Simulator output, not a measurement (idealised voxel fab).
Herein follows the process module entitled voxel ribs on slabs.
Pictured: cross-section cut, 270 nm wide, on a grid of 5 nm square cells.
Notation: cross-section as square-cell grid; stated in bands, top first, going down; one or more cell rows per band.
In this notation a band is specified by the heights of its top and bottom, in that order and in nm, after which its materials appear from left to right, each paired with its width in nm. The word "all across" attached to a single material means that material fills the band from edge to edge; the word "empty" stands for empty space.
Where do heights start? At 0: under that level the wafer as delivered is made of one material only. And the lowest band has no floor; it just carries on downward, as in "0..down".
Width "30..40": first value at the band's top row of cells, second value at its bottom row, equal change from row to row.
For the purposes of this document, the phrase "identical to before" attached to a step denotes that no cell within the cross-section was modified by that step.
The list in "Fully enclosed voids" covers empty spaces of 8 cells or more that cannot reach the top through any open way, and it gives each as width x height at distance; the distance is from the left edge, and width, height and distance are in nm.
Note: text after step settings on the step line = simulator remark on that step.
A step line may carry the setting "overlay nm", which, for steps involving a mask, states the distance by which the mask lay to the right of its intended position; negative values denote displacement to the left.

SET OUT BELOW ARE THE PLANNED STEPS OF THE PROCESS
step 1: op RECEIVE | material Si
step 2: op DIRECTIONAL_DEP | material SiO2 | thk nm 30
step 3: op DIRECTIONAL_DEP | material SiN | thk nm 20
step 4: op PATTERN | tone cover | mask id RIB | material resist | width nm 25 | thk nm 20 | overlay nm 0
step 5: op DIRECTIONAL_ETCH | etch materials SiN | depth nm 15
step 6: op STRIP | etch materials resist
step 7: op PATTERN | tone cover | mask id SLAB | material resist | width nm 55 | thk nm 20 | overlay nm 0
step 8: op DIRECTIONAL_ETCH | etch materials SiN | depth nm 5
step 9: op STRIP | etch materials resist
step 10: op FILL_DEP | material SiO2 | thk nm 15
step 11: op CMP | height nm 60
step 12: op DIRECTIONAL_DEP | material W | thk nm 10
step 13: op MASKED_ETCH | tone cover | mask id HEATER | width nm 35 | etch materials W | depth nm 10 | overlay nm 0
step 14: op CONFORMAL_DEP | material SiN | thk nm 5

CROSS-SECTION OF THE WAFER AT RECEIPT, WHICH IS THE CONDITION AFTER STEP 1
> 0..down = Si all across
> Fully enclosed voids: none

CROSS-SECTIONAL IMAGE OF THE FIRST OF TWO WAFERS AT THE END OF THE MODULE, THE RUN HAVING PROCEEDED AS PLANNED
> 75..70 = 110 of empty | 45 of SiN | 115 of empty
> 70..65 = 110 of empty | 5 of SiN | 35 of W | 5 of SiN | 115 of empty
> 65..60 = 115 of SiN | 35 of W | 120 of SiN
> 60..50 = SiO2 all across
> 50..35 = 120 of SiO2 | 25 of SiN | 125 of SiO2
> 35..30 = 105 of SiO2 | 55 of SiN | 110 of SiO2
> 30..0 = SiO2 all across
> 0..down = Si all across
> Fully enclosed voids: none

SECOND WAFER CROSS-SECTION AT END OF MODULE - SHARED START AND PLAN WITH THE FIRST, ONE MISTAKE IN THE RUN
> 75..70 = 110 of empty | 45 of SiN | 115 of empty
> 70..65 = 110 of empty | 5 of SiN | 35 of W | 5 of SiN | 115 of empty
> 65..60 = 115 of SiN | 35 of W | 120 of SiN
> 60..50 = SiO2 all across
> 50..35 = 120 of SiO2 | 25 of SiN | 125 of SiO2
> 35..30 = 105 of SiO2 | 55 of SiN | 110 of SiO2
> 30..0 = W all across
> 0..down = Si all across
> Fully enclosed voids: none
Misprocessing identified: step 2 ran differently from the plan; actual operation with settings: op DIRECTIONAL_DEP | material W | thk nm 30
Final tally in cells, some materials are higher or lower on the second wafer than on the first: 324 fewer of SiO2 | 324 more of W
